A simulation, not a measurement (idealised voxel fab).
Title: Process Module voxel ribs on slabs
For reference, the cross-section in this document is cut, with width 185 nm and square cells of 5 nm.
Cross-section spec: square-cell grid; bands listed top down; each band is one or more rows.
Quick guide to a band line: top height, bottom height (nm) up front; then every material left to right with its width in nm. Only one material and it's marked "all across"? Then it fills the band edge to edge. And "empty" just means empty space.
All heights in this document are referenced to 0, defined as the level beneath which the wafer, as received, consists entirely of one material. The lowest band is not bounded below; it extends indefinitely downward and is written in the form "top 0, no bottom".
Width: "30 to 40" (first number = top row, second number = bottom row, same change from row to row of cells).
For the purposes of this document, the phrase "remains unaltered" attached to a step denotes that no cell within the cross-section was modified by that step.
So "closed voids" is basically the list of trapped voids: any empty space of 8 cells or more that can't reach the top through an opening. They're written width x height at distance, the distance being from the left edge, and it's all nm.
Past the settings on a step's line: simulator remark, on that step.
"overlay nm" on a masked step: distance the mask lay right of its planned place, negative for left.
The process steps that were planned are listed below
1 RECEIVE with material Si
2 DIRECTIONAL_DEP with material SiO2, thk nm 30
3 DIRECTIONAL_DEP with material polySi, thk nm 20
4 MASKED_ETCH with tone cover, mask id RIB, width nm 20, etch materials polySi, depth nm 5, overlay nm 0
5 DIRECTIONAL_DEP with material aC, thk nm 15
6 PATTERN with tone cover, mask id SLAB, material resist, width nm 50, thk nm 30, overlay nm 0
7 DIRECTIONAL_ETCH with etch materials aC, depth nm 15
8 STRIP with etch materials resist
9 DIRECTIONAL_ETCH with etch materials polySi, depth nm 15
10 STRIP with etch materials aC
11 FILL_DEP with material SiO2, thk nm 20
12 CMP with height nm 60
13 DIRECTIONAL_DEP with material W, thk nm 5
14 MASKED_ETCH with tone cover, mask id HEATER, width nm 30, etch materials W, depth nm 5, overlay nm 0
15 CONFORMAL_DEP with material SiO2, thk nm 5
as received, after step 1
> top 0, no bottom = Si all across
> closed voids: none
First of two wafers, end-of-module section, run followed plan
> top 70, bottom 65 = empty 70 nm, SiO2 40 nm, empty 75 nm
> top 65, bottom 60 = SiO2 75 nm, W 30 nm, SiO2 80 nm
> top 60, bottom 50 = SiO2 all across
> top 50, bottom 45 = SiO2 80 nm, polySi 20 nm, SiO2 85 nm
> top 45, bottom 30 = SiO2 65 nm, polySi 50 nm, SiO2 70 nm
> top 30, bottom 0 = SiO2 all across
> top 0, no bottom = Si all across
> closed voids: none
Cross-section at end of module for the second wafer of two, which matched the first in starting point and plan and differed by one mistake in its processing
> top 70, bottom 65 = empty 70 nm, SiO2 40 nm, empty 75 nm
> top 65, bottom 60 = SiO2 75 nm, W 30 nm, SiO2 80 nm
> top 60, bottom 50 = SiO2 65 nm, polySi 50 nm, SiO2 70 nm
> top 50, bottom 30 = polySi all across
> top 30, bottom 0 = SiO2 all across
> top 0, no bottom = Si all across
> closed voids: none
It is concluded that the wafer was processed incorrectly with respect to the plan, in that regarding the plan, step 3 was run twice
Upon completion, the second wafer contains, in terms of cells, a greater or smaller amount of certain materials than the first wafer: SiO2: 134 fewer; polySi: 134 more
